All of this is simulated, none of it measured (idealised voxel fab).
Process module name: voxel released beams
For reference, the cross-section in this document is cut, with width 165 nm and square cells of 5 nm.
We lay out every cross-section as a grid of square cells and spell it out in bands from the top down, where one band means one or more rows of cells.
Per band: top height and bottom height in nm, followed by the left-to-right materials and their widths in nm; "throughout" marks a single material spanning edge to edge, "air" marks empty space.
Basically, 0 is our baseline, since under it the wafer straight out of the box is all one material. The bottom band has no lower end and keeps on going down, so it looks like "top 0, no bottom".
Graded width ("30..40"): value in top row of band = first number; value in bottom row = second number; row-to-row change constant.
Reading "nothing different" for a step: not a cell of the cross-section changed in it.
"Enclosed cavities": sealed empty spaces, 8 cells or more, no open way to top, listed width x height at distance, with distance from the left edge and width, height and distance in nm.
On a step's line, text after the settings is the simulator commenting on that step.
The setting "overlay nm" may be written on the line of a step. When the step uses a mask, the value reports how far to the right of the planned place the mask lay, and a negative value reports that it lay to the left.

Steps planned for the process
- 1: op RECEIVE | material Si
- 2: op CONFORMAL_DEP | material SiN | thk nm 5
- 3: op DIRECTIONAL_DEP | material SiO2 | thk nm 20
- 4: op MASKED_ETCH | tone open | mask id ANCHOR | width nm 35 | etch materials SiO2 | depth nm 20 | overlay nm 0
- 5: op CONFORMAL_DEP | material polySi | thk nm 15
- 6: op MASKED_ETCH | tone cover | mask id BEAM | width nm 95 | etch materials polySi | depth nm 15 | overlay nm 0
- 7: op STRIP | etch materials SiO2

Cross-section of the wafer at receipt, which is the condition after step 1
* top 0, no bottom: Si throughout
* Enclosed cavities: none

End-of-module cross-section of the first of two wafers, processed as planned
* top 40, bottom 25: air: 30, polySi: 20, air: 5, polySi: 70, air: 40
* top 25, bottom 20: air: 35, polySi: 15, air: 5, polySi: 15, air: 95
* top 20, bottom 5: air: 35, polySi: 35, air: 95
* top 5, bottom 0: SiN throughout
* top 0, no bottom: Si throughout
* Enclosed cavities: none

Wafer two cross-section, module end. Start and plan unchanged from wafer one; one mistake made during the run
* top 25, bottom 5: air: 35, polySi: 15, air: 5, polySi: 15, air: 95
* top 5, bottom 0: SiN throughout
* top 0, no bottom: Si throughout
* Enclosed cavities: none
It is concluded that the wafer was processed incorrectly with respect to the plan, in that for step 6, the planned setting was not used; the step was instead run as op MASKED_ETCH | tone open | mask id BEAM | width nm 95 | etch materials polySi | depth nm 15 | overlay nm 0
Counted in cells at the end, the second wafer holds more or fewer of these materials than the first: 57 fewer of polySi
